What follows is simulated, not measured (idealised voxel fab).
Process module, titled voxel wiring stack
Cross-section cut: width 235 nm, square cells of 5 nm.
Throughout this document, each cross-section is represented as a grid of square cells and is presented as a sequence of bands enumerated from the top downward, where a band comprises one or more rows of cells. It is stipulated that each band's entry specify, in nanometres, the height of the top of the band and then that of its bottom, followed by the materials of the band in left-to-right sequence, each together with its width in nanometres. A single material marked by the word "everywhere" is understood to fill the band from edge to edge; the word "air" is understood to denote empty space. Heights are reckoned from 0. Under this level, the received wafer is all of one material. The bottommost band is open-ended downward, for example "0 -> down". Quick explanation for "30->40": the width changes in equal steps down the rows of cells, from the first number in the band's top row to the second number in its bottom row. Where a step carries "stayed the same", the cross-section came out of it unchanged, cell for cell. Basically, "Enclosed void entries" tells you about the enclosed voids: empty spaces with no open way to the top, 8 cells or bigger, each written width x height at distance, where distance is from the left edge, all in nm. Text after the settings on a step's line: the simulator's own remark on that step. overlay nm, on a step with a mask: how far to the right of its planned place the mask lay; to the left if negative.
Set out below are the planned steps of the process:
| 1 | RECEIVE (material Si) |
| 2 | CONFORMAL_DEP (material SiO2; thk nm 15) |
| 3 | DIRECTIONAL_DEP (material TiN; thk nm 5) |
| 4 | DIRECTIONAL_DEP (material W; thk nm 25) |
| 5 | DIRECTIONAL_DEP (material aC; thk nm 15) |
| 6 | PATTERN (tone cover; mask id METAL_1; material resist; width nm 25; pitch nm 45; thk nm 35; overlay nm 0) |
| 7 | DIRECTIONAL_ETCH (etch materials aC; depth nm 15) |
| 8 | STRIP (etch materials resist) |
| 9 | DIRECTIONAL_ETCH (etch materials W; depth nm 25) |
| 10 | DIRECTIONAL_ETCH (etch materials TiN; depth nm 5) |
| 11 | STRIP (etch materials aC) |
| 12 | CONFORMAL_DEP (material SiCN; thk nm 5) |
| 13 | FILL_DEP (material lowk; thk nm 10) |
| 14 | CMP (height nm 45) |
| 15 | CONFORMAL_DEP (material SiCN; thk nm 5) |
| 16 | DIRECTIONAL_DEP (material SiO2; thk nm 30) |
| 17 | DIRECTIONAL_DEP (material aC; thk nm 15) |
| 18 | PATTERN (tone open; mask id METAL_2; material resist; width nm 25; pitch nm 45; thk nm 35; overlay nm 0) |
| 19 | DIRECTIONAL_ETCH (etch materials aC; depth nm 15) |
| 20 | STRIP (etch materials resist) |
| 21 | DIRECTIONAL_ETCH (etch materials SiO2; depth nm 15) |
| 22 | STRIP (etch materials aC) |
| 23 | MASKED_ETCH (tone open; mask id METAL_2_HOLES; width nm 15; pitch nm 45; etch materials SiO2; depth nm 15; overlay nm 0) |
| 24 | MASKED_ETCH (tone open; mask id METAL_2_HOLES; width nm 15; pitch nm 45; etch materials SiCN; depth nm 5; overlay nm 0) |
| 25 | CONFORMAL_DEP (material TiN; thk nm 5) |
| 26 | FILL_DEP (material Cu; thk nm 10) |
| 27 | CMP (height nm 80) |
| 28 | CONFORMAL_DEP (material SiCN; thk nm 5) |
| 29 | DIRECTIONAL_DEP (material SiO2; thk nm 25) |
| 30 | PATTERN (tone open; mask id METAL_3; material resist; width nm 25; pitch nm 45; thk nm 15; overlay nm 0) |
| 31 | DIRECTIONAL_ETCH (etch materials SiO2; depth nm 15) |
| 32 | STRIP (etch materials resist) |
| 33 | MASKED_ETCH (tone open; mask id METAL_3_HOLES; width nm 15; pitch nm 90; etch materials SiO2; depth nm 10; overlay nm 0) |
| 34 | MASKED_ETCH (tone open; mask id METAL_3_HOLES; width nm 15; pitch nm 90; etch materials SiCN; depth nm 5; overlay nm 0) |
| 35 | CONFORMAL_DEP (material TiN; thk nm 5) |
| 36 | FILL_DEP (material Cu; thk nm 10) |
| 37 | CMP (height nm 110) |
| 38 | CONFORMAL_DEP (material SiCN; thk nm 5) |
As-received state of the wafer in cross-section, equivalent to post-step 1:
	0 -> down = Si everywhere
	Enclosed void entries: none
What the wafer looks like in cross-section after this module, when it starts as shown above and follows the plan above but one mistake is made in running it:
	115 -> 110 = SiCN everywhere
	110 -> 100 = SiO2 60 nm, TiN 5 nm, Cu 15 nm, TiN 5 nm, SiO2 20 nm, TiN 5 nm, Cu 15 nm, TiN 5 nm, SiO2 20 nm, TiN 5 nm, Cu 15 nm, TiN 5 nm, SiO2 60 nm
	100 -> 95 = SiO2 60 nm, TiN 5 nm, Cu 5 nm, TiN 15 nm, SiO2 20 nm, TiN 25 nm, SiO2 20 nm, TiN 5 nm, Cu 5 nm, TiN 15 nm, SiO2 60 nm
	95 -> 85 = SiO2 60 nm, TiN 5 nm, Cu 5 nm, TiN 5 nm, SiO2 75 nm, TiN 5 nm, Cu 5 nm, TiN 5 nm, SiO2 70 nm
	85 -> 80 = SiCN 60 nm, TiN 15 nm, SiCN 75 nm, TiN 15 nm, SiCN 70 nm
	80 -> 70 = SiO2 60 nm, TiN 5 nm, Cu 15 nm, TiN 5 nm, SiO2 20 nm, TiN 5 nm, Cu 15 nm, TiN 5 nm, SiO2 20 nm, TiN 5 nm, Cu 15 nm, TiN 5 nm, SiO2 60 nm
	70 -> 65 = SiO2 60 nm, TiN 5 nm, Cu 5 nm, TiN 15 nm, SiO2 20 nm, TiN 5 nm, Cu 5 nm, TiN 15 nm, SiO2 20 nm, TiN 5 nm, Cu 5 nm, TiN 15 nm, SiO2 60 nm
	65 -> 50 = SiO2 60 nm, TiN 5 nm, Cu 5 nm, TiN 5 nm, SiO2 30 nm, TiN 5 nm, Cu 5 nm, TiN 5 nm, SiO2 30 nm, TiN 5 nm, Cu 5 nm, TiN 5 nm, SiO2 70 nm
	50 -> 45 = SiCN 60 nm, TiN 15 nm, SiCN 30 nm, TiN 15 nm, SiCN 30 nm, TiN 15 nm, SiCN 70 nm
	45 -> 35 = lowk 55 nm, SiCN 5 nm, W 25 nm, SiCN 5 nm, lowk 10 nm, SiCN 5 nm, W 25 nm, SiCN 5 nm, lowk 10 nm, SiCN 5 nm, W 25 nm, SiCN 5 nm, lowk 55 nm
	35 -> 30 = SiCN 60 nm, TiN 25 nm, SiCN 20 nm, TiN 25 nm, SiCN 20 nm, TiN 25 nm, SiCN 60 nm
	30 -> 0 = SiO2 everywhere
	0 -> down = Si everywhere
	Enclosed void entries: none
Deviation from plan: plan step 2 ran twice
